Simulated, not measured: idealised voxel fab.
process module | voxel capacitor over wiring
cross-section cut | 255 nm wide | cells 5 nm
A cross-section is a grid of square cells, given in bands from the top down. A band is one or more rows of cells.
Each band's line starts with the height of the band's top and of its bottom, in nm. Then come its materials from left to right, each with its width in nm. One material with "throughout" fills the band from edge to edge. "air" is empty space.
Height 0 is the level under which the wafer as received is all one material. The lowest band goes on downwards, as in "0 down".
A width such as "30 to 40" changes by the same amount from each row of cells to the next, from the band's top row to its bottom row.
"no change" after a step means that no cell of the cross-section changed.
closed voids: empty space of 8 cells or more with no open way to the top, each as width x height at its distance from the left edge, in nm
after a step's settings: what the simulator itself notes on the step
overlay nm, on a step with a mask: how far to the right of its planned place the mask lay; to the left if negative
plan
1 op RECEIVE | material Si
2 op CONFORMAL_DEP | material SiO2 | thk nm 15
3 op DIRECTIONAL_DEP | material TiN | thk nm 5
4 op DIRECTIONAL_DEP | material Ru | thk nm 25
5 op MASKED_ETCH | tone cover | mask id METAL_1 | width nm 20 | pitch nm 85 | etch materials Ru | depth nm 25 | overlay nm 0
6 op MASKED_ETCH | tone cover | mask id METAL_1 | width nm 20 | pitch nm 85 | etch materials TiN | depth nm 5 | overlay nm 0
7 op FILL_DEP | material SiO2 | thk nm 10
8 op CMP | height nm 45
9 op CONFORMAL_DEP | material SiCN | thk nm 5
10 op DIRECTIONAL_DEP | material SiO2 | thk nm 20
11 op DIRECTIONAL_DEP | material aC | thk nm 10
12 op PATTERN | tone open | mask id PLUG_1 | material resist | width nm 15 | thk nm 30 | overlay nm 0
13 op DIRECTIONAL_ETCH | etch materials aC | depth nm 10
14 op STRIP | etch materials resist
15 op DIRECTIONAL_ETCH | etch materials SiO2 | depth nm 20
16 op DIRECTIONAL_ETCH | etch materials SiCN | depth nm 5
17 op STRIP | etch materials aC
18 op EPI | material Ru | thk nm 10
19 op EPI | material Ru | thk nm 10
20 op EPI | material Ru | thk nm 5
21 op DIRECTIONAL_DEP | material TiN | thk nm 5
22 op DIRECTIONAL_DEP | material HfO2 | thk nm 5
23 op DIRECTIONAL_DEP | material TiN | thk nm 5
24 op MASKED_ETCH | tone cover | mask id UPPER_PLATE | width nm 70 | etch materials TiN | depth nm 5 | overlay nm 0
25 op MASKED_ETCH | tone cover | mask id UPPER_PLATE | width nm 70 | etch materials HfO2 | depth nm 5 | overlay nm 0
26 op MASKED_ETCH | tone cover | mask id LOWER_PLATE | width nm 80 | etch materials TiN | depth nm 5 | overlay nm 0
27 op FILL_DEP | material SiO2 | thk nm 15
28 op CMP | height nm 95
29 op PATTERN | tone open | mask id PLUG_2 | material resist | width nm 15 | thk nm 15 | overlay nm 0
30 op DIRECTIONAL_ETCH | etch materials SiO2 | depth nm 10
31 op STRIP | etch materials resist
32 op CONFORMAL_DEP | material TiN | thk nm 5
33 op FILL_DEP | material Ru | thk nm 10
34 op CMP | height nm 95
35 op CONFORMAL_DEP | material SiCN | thk nm 5
as received, after step 1
  0 down: Si throughout
  closed voids: none
first wafer at the end, as planned
  100 to 95: SiCN throughout
  95 to 90: SiO2 90 | TiN 5 | Ru 5 | TiN 5 | SiO2 150
  90 to 80: SiO2 90 to 80 | TiN 15 to 70 | SiO2 150 to 105
  80 to 75: SiO2 80 | HfO2 70 | SiO2 105
  75 to 70: SiO2 75 | TiN 80 | SiO2 100
  70 to 50: SiO2 80 | Ru 15 | SiO2 160
  50 to 45: SiCN 80 | Ru 15 | SiCN 160
  45 to 20: SiO2 75 | Ru 20 | SiO2 65 | Ru 20 | SiO2 75
  20 to 15: SiO2 75 | TiN 20 | SiO2 65 | TiN 20 | SiO2 75
  15 to 0: SiO2 throughout
  0 down: Si throughout
  closed voids: none
second wafer at the end: like start, like plan, one mistake
  115 to 110: SiCN throughout
  110 to 100: Ru throughout
  100 to 95: TiN 95 | Ru 5 | TiN 155
  95 to 90: SiO2 90 | TiN 5 | Ru 5 | TiN 5 | SiO2 150
  90 to 80: SiO2 90 to 80 | TiN 15 to 70 | SiO2 150 to 105
  80 to 75: SiO2 80 | HfO2 70 | SiO2 105
  75 to 70: SiO2 75 | TiN 80 | SiO2 100
  70 to 50: SiO2 80 | Ru 15 | SiO2 160
  50 to 45: SiCN 80 | Ru 15 | SiCN 160
  45 to 20: SiO2 75 | Ru 20 | SiO2 65 | Ru 20 | SiO2 75
  20 to 15: SiO2 75 | TiN 20 | SiO2 65 | TiN 20 | SiO2 75
  15 to 0: SiO2 throughout
  0 down: Si throughout
  closed voids: none
what went wrong: step 34 was left out
at the end the second wafer has, in cells: 103 more of Ru | 50 more of TiN
